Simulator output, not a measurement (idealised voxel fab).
process module | voxel wiring stack
Cross-section cut: width 210 nm, square cells of 5 nm.
Cross-sections here: square-cell grids, written as top-down lists of bands, a band being one or more rows of cells.
First you get the band's top height and its bottom height, in nm, and then the materials it's made of, left to right, with each width in nm. If you see a single material with "throughout", that one covers the band edge to edge. "empty" is empty space.
Zero point of the height axis is 0; under it, received wafer = one material. Lowest band: continues down indefinitely, "0 down".
A two-number width, for instance "30..40", indicates that the width is equal to the first number in the top row of the band and to the second number in the bottom row, and that it changes by a constant amount per row of cells.
The cross-section has no changed cell in any step marked "nothing got changed".
Heads up: "Closed void register" only lists the empty pockets with no open path to the top that are 8 cells or more, and it writes them as width x height at distance, distance from the left edge, in nm.
Post-settings text on a step line: simulator's own remark regarding the step.
A step's line can hold "overlay nm"; with a mask on that step, the setting says how far right of the planned place the mask lay, while a negative setting says it lay to the left.

Listed below are the process steps as planned:
1 RECEIVE (material Si)
2 CONFORMAL_DEP (material SiO2; thk nm 15)
3 CONFORMAL_DEP (material SiCN; thk nm 5)
4 DIRECTIONAL_DEP (material SiO2; thk nm 25)
5 PATTERN (tone open; mask id METAL_1; material resist; width nm 20; pitch nm 35; thk nm 20; overlay nm 0)
6 DIRECTIONAL_ETCH (etch materials SiO2; depth nm 25)
7 DIRECTIONAL_ETCH (etch materials SiCN; depth nm 5)
8 STRIP (etch materials resist)
9 CONFORMAL_DEP (material TiN; thk nm 5)
10 FILL_DEP (material Cu; thk nm 5)
11 CMP (height nm 45)
12 CONFORMAL_DEP (material SiCN; thk nm 5)
13 DIRECTIONAL_DEP (material SiO2; thk nm 30)
14 DIRECTIONAL_DEP (material aC; thk nm 10)
15 PATTERN (tone open; mask id METAL_2_HOLES; material resist; width nm 15; pitch nm 35; thk nm 25; overlay nm 0)
16 DIRECTIONAL_ETCH (etch materials aC; depth nm 10)
17 STRIP (etch materials resist)
18 DIRECTIONAL_ETCH (etch materials SiO2; depth nm 30)
19 STRIP (etch materials aC)
20 DIRECTIONAL_DEP (material aC; thk nm 15)
21 PATTERN (tone open; mask id METAL_2; material resist; width nm 20; pitch nm 35; thk nm 30; overlay nm 0)
22 DIRECTIONAL_ETCH (etch materials aC; depth nm 15)
23 STRIP (etch materials resist)
24 DIRECTIONAL_ETCH (etch materials SiO2; depth nm 20)
25 DIRECTIONAL_ETCH (etch materials SiCN; depth nm 5)
26 STRIP (etch materials aC)
27 CONFORMAL_DEP (material TiN; thk nm 5)
28 FILL_DEP (material Cu; thk nm 10)
29 CMP (height nm 80)
30 CONFORMAL_DEP (material SiCN; thk nm 5)
31 DIRECTIONAL_DEP (material SiO2; thk nm 30)
32 MASKED_ETCH (tone open; mask id METAL_3_HOLES; width nm 15; pitch nm 70; etch materials SiO2; depth nm 30; overlay nm 0)
33 DIRECTIONAL_DEP (material aC; thk nm 15)
34 PATTERN (tone open; mask id METAL_3; material resist; width nm 20; pitch nm 35; thk nm 35; overlay nm 0)
35 DIRECTIONAL_ETCH (etch materials aC; depth nm 15)
36 STRIP (etch materials resist)
37 DIRECTIONAL_ETCH (etch materials SiO2; depth nm 20)
38 DIRECTIONAL_ETCH (etch materials SiCN; depth nm 5)
39 STRIP (etch materials aC)
40 CONFORMAL_DEP (material TiN; thk nm 5)
41 FILL_DEP (material Cu; thk nm 5)
42 CMP (height nm 115)
43 CONFORMAL_DEP (material SiCN; thk nm 5)

Cross-section, incoming material, after step 1:
* 0 down | Si throughout
* Closed void register: none

Looking at the first of two wafers in cross-section at end of module - ran to plan:
* 120 to 115 | SiCN throughout
* 115 to 100 | 40 of SiO2, then 5 of TiN, then 10 of Cu, then 5 of TiN, then 15 of SiO2, then 5 of TiN, then 10 of Cu, then 5 of TiN, then 15 of SiO2, then 5 of TiN, then 10 of Cu, then 5 of TiN, then 15 of SiO2, then 5 of TiN, then 10 of Cu, then 5 of TiN, then 45 of SiO2
* 100 to 95 | 40 of SiO2, then 5 of TiN, then 5 of Cu, then 10 of TiN, then 15 of SiO2, then 20 of TiN, then 15 of SiO2, then 5 of TiN, then 5 of Cu, then 10 of TiN, then 15 of SiO2, then 20 of TiN, then 45 of SiO2
* 95 to 85 | 40 of SiO2, then 5 of TiN, then 5 of Cu, then 5 of TiN, then 55 of SiO2, then 5 of TiN, then 5 of Cu, then 5 of TiN, then 85 of SiO2
* 85 to 80 | 40 of SiCN, then 15 of TiN, then 55 of SiCN, then 15 of TiN, then 85 of SiCN
* 80 to 65 | 40 of SiO2, then 5 of TiN, then 10 of Cu, then 5 of TiN, then 15 of SiO2, then 5 of TiN, then 10 of Cu, then 5 of TiN, then 15 of SiO2, then 5 of TiN, then 10 of Cu, then 5 of TiN, then 15 of SiO2, then 5 of TiN, then 10 of Cu, then 5 of TiN, then 45 of SiO2
* 65 to 60 | 40 of SiO2, then 5 of TiN, then 5 of Cu, then 10 of TiN, then 15 of SiO2, then 5 of TiN, then 5 of Cu, then 10 of TiN, then 15 of SiO2, then 5 of TiN, then 5 of Cu, then 10 of TiN, then 15 of SiO2, then 5 of TiN, then 5 of Cu, then 10 of TiN, then 45 of SiO2
* 60 to 50 | 40 of SiO2, then 5 of TiN, then 5 of Cu, then 5 of TiN, then 20 of SiO2, then 5 of TiN, then 5 of Cu, then 5 of TiN, then 20 of SiO2, then 5 of TiN, then 5 of Cu, then 5 of TiN, then 20 of SiO2, then 5 of TiN, then 5 of Cu, then 5 of TiN, then 50 of SiO2
* 50 to 45 | 40 of SiCN, then 15 of TiN, then 20 of SiCN, then 15 of TiN, then 20 of SiCN, then 15 of TiN, then 20 of SiCN, then 15 of TiN, then 50 of SiCN
* 45 to 20 | 40 of SiO2, then 5 of TiN, then 10 of Cu, then 5 of TiN, then 15 of SiO2, then 5 of TiN, then 10 of Cu, then 5 of TiN, then 15 of SiO2, then 5 of TiN, then 10 of Cu, then 5 of TiN, then 15 of SiO2, then 5 of TiN, then 10 of Cu, then 5 of TiN, then 45 of SiO2
* 20 to 15 | 40 of SiCN, then 20 of TiN, then 15 of SiCN, then 20 of TiN, then 15 of SiCN, then 20 of TiN, then 15 of SiCN, then 20 of TiN, then 45 of SiCN
* 15 to 0 | SiO2 throughout
* 0 down | Si throughout
* Closed void register: none

Same start, same plan as the first wafer - but one mistake in the run. Cross-section of the second of the two at the end of the module:
* 120 to 115 | SiCN throughout
* 115 to 110 | Cu throughout
* 110 to 105 | 45 of TiN, then 10 of Cu, then 25 of TiN, then 10 of Cu, then 25 of TiN, then 10 of Cu, then 25 of TiN, then 10 of Cu, then 50 of TiN
* 105 to 85 | 40 of SiO2, then 5 of TiN, then 10 of Cu, then 5 of TiN, then 15 of SiO2, then 5 of TiN, then 10 of Cu, then 5 of TiN, then 15 of SiO2, then 5 of TiN, then 10 of Cu, then 5 of TiN, then 15 of SiO2, then 5 of TiN, then 10 of Cu, then 5 of TiN, then 45 of SiO2
* 85 to 80 | 40 of SiCN, then 20 of TiN, then 15 of SiCN, then 20 of TiN, then 15 of SiCN, then 20 of TiN, then 15 of SiCN, then 20 of TiN, then 45 of SiCN
* 80 to 65 | 40 of SiO2, then 5 of TiN, then 10 of Cu, then 5 of TiN, then 15 of SiO2, then 5 of TiN, then 10 of Cu, then 5 of TiN, then 15 of SiO2, then 5 of TiN, then 10 of Cu, then 5 of TiN, then 15 of SiO2, then 5 of TiN, then 10 of Cu, then 5 of TiN, then 45 of SiO2
* 65 to 60 | 40 of SiO2, then 5 of TiN, then 5 of Cu, then 10 of TiN, then 15 of SiO2, then 5 of TiN, then 5 of Cu, then 10 of TiN, then 15 of SiO2, then 5 of TiN, then 5 of Cu, then 10 of TiN, then 15 of SiO2, then 5 of TiN, then 5 of Cu, then 10 of TiN, then 45 of SiO2
* 60 to 50 | 40 of SiO2, then 5 of TiN, then 5 of Cu, then 5 of TiN, then 20 of SiO2, then 5 of TiN, then 5 of Cu, then 5 of TiN, then 20 of SiO2, then 5 of TiN, then 5 of Cu, then 5 of TiN, then 20 of SiO2, then 5 of TiN, then 5 of Cu, then 5 of TiN, then 50 of SiO2
* 50 to 45 | 40 of SiCN, then 15 of TiN, then 20 of SiCN, then 15 of TiN, then 20 of SiCN, then 15 of TiN, then 20 of SiCN, then 15 of TiN, then 50 of SiCN
* 45 to 20 | 40 of SiO2, then 5 of TiN, then 10 of Cu, then 5 of TiN, then 15 of SiO2, then 5 of TiN, then 10 of Cu, then 5 of TiN, then 15 of SiO2, then 5 of TiN, then 10 of Cu, then 5 of TiN, then 15 of SiO2, then 5 of TiN, then 10 of Cu, then 5 of TiN, then 45 of SiO2
* 20 to 15 | 40 of SiCN, then 20 of TiN, then 15 of SiCN, then 20 of TiN, then 15 of SiCN, then 20 of TiN, then 15 of SiCN, then 20 of TiN, then 45 of SiCN
* 15 to 0 | SiO2 throughout
* 0 down | Si throughout
* Closed void register: none
In executing the process, a mistake was made relative to the plan: heads up, step 31 didn't go per plan, it actually ran as DIRECTIONAL_DEP (material SiO2; thk nm 20)
The second wafer ends with more or fewer cells of some materials than the first, per final count: Cu: 52 more | SiCN: 10 fewer | SiO2: 72 fewer | TiN: 30 more
